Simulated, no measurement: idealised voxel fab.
Herein follows the process module entitled voxel self aligned contacts.
We display cut, a cross-section 225 nm in width whose square cells are each 5 nm.
How to read a cross-section here: the picture is a grid of square cells, written as bands going from the top down, and any band can span one or more rows of cells.
In this notation a band is specified by the heights of its top and bottom, in that order and in nm, after which its materials appear from left to right, each paired with its width in nm. The word "throughout" attached to a single material means that material fills the band from edge to edge; the word "air" stands for empty space.
Basically, 0 is our baseline, since under it the wafer straight out of the box is all one material. The bottom band has no lower end and keeps on going down, so it looks like "from 0 down".
It should be noted that a width expressed as "30..40" varies in equal increments from row to row of cells within the band, taking the value of the first number at the top row and that of the second number at the bottom row.
Step note "stayed the same" = no cross-section cell changed.
The label "Completely enclosed voids" introduces a list of the empty spaces, 8 cells or larger, that have no open way up to the top; each entry in it reads width x height at distance, where the distance is taken from the left edge and all three are stated in nm.
The remark found on a step's line after its settings is issued by the simulator itself and pertains to that step.
When a step includes a mask, the "overlay nm" setting on its line states how far to the right of its planned place that mask lay, and negative values state how far to the left.

Process steps (planned):
- 1: RECEIVE with material Si
- 2: OXIDIZE with depth nm 5
- 3: DIRECTIONAL_DEP with material polySi, thk nm 25
- 4: DIRECTIONAL_DEP with material SiN, thk nm 25
- 5: DIRECTIONAL_DEP with material aC, thk nm 10
- 6: PATTERN with tone cover, mask id GATE, material resist, width nm 35, pitch nm 80, thk nm 25, overlay nm 0
- 7: DIRECTIONAL_ETCH with etch materials aC, depth nm 10
- 8: STRIP with etch materials resist
- 9: DIRECTIONAL_ETCH with etch materials SiN, depth nm 25
- 10: DIRECTIONAL_ETCH with etch materials polySi, depth nm 25
- 11: STRIP with etch materials aC
- 12: CONFORMAL_DEP with material SiN, thk nm 10
- 13: DIRECTIONAL_ETCH with etch materials SiN, depth nm 10
- 14: FILL_DEP with material SiO2, thk nm 15
- 15: CMP with height nm 60
- 16: MASKED_ETCH with tone open, mask id CONTACT, width nm 65, pitch nm 80, etch materials SiO2, depth nm 65, overlay nm -15
- 17: CONFORMAL_DEP with material TiN, thk nm 5
- 18: FILL_DEP with material W, thk nm 10
- 19: CMP with height nm 60
- 20: CONFORMAL_DEP with material SiCN, thk nm 5
Keep in mind the plan's value for the overlay nm of step 16 comes from the first wafer; the wafers don't share that setting, but they do share the same starting point.

Cross-sectional view of the first of several wafers in the as-received condition, corresponding to the state following step 1:
    from 0 down | Si throughout
    Completely enclosed voids: none

Note: the following table is arranged by wafer, a row apiece. Each row reports the end-of-module state: per material, cells gained (+) or cells lost (-) compared with the wafer as received; closed voids follow:
overlay nm -15, -45 Si, +45 SiCN, +225 SiN, +93 SiO2, +74 TiN, +88 W, +105 polySi, Completely enclosed voids: none
overlay nm -10, -45 Si, +45 SiCN, +225 SiN, +93 SiO2, +74 TiN, +88 W, +105 polySi, Completely enclosed voids: none
overlay nm -5, -45 Si, +45 SiCN, +225 SiN, +93 SiO2, +74 TiN, +88 W, +105 polySi, Completely enclosed voids: none
overlay nm 0, -45 Si, +45 SiCN, +225 SiN, +93 SiO2, +74 TiN, +88 W, +105 polySi, Completely enclosed voids: none
overlay nm 5, -45 Si, +45 SiCN, +225 SiN, +93 SiO2, +74 TiN, +88 W, +105 polySi, Completely enclosed voids: none
overlay nm 10, -45 Si, +45 SiCN, +225 SiN, +93 SiO2, +74 TiN, +88 W, +105 polySi, Completely enclosed voids: none
overlay nm 15, -45 Si, +45 SiCN, +225 SiN, +93 SiO2, +74 TiN, +88 W, +105 polySi, Completely enclosed voids: none
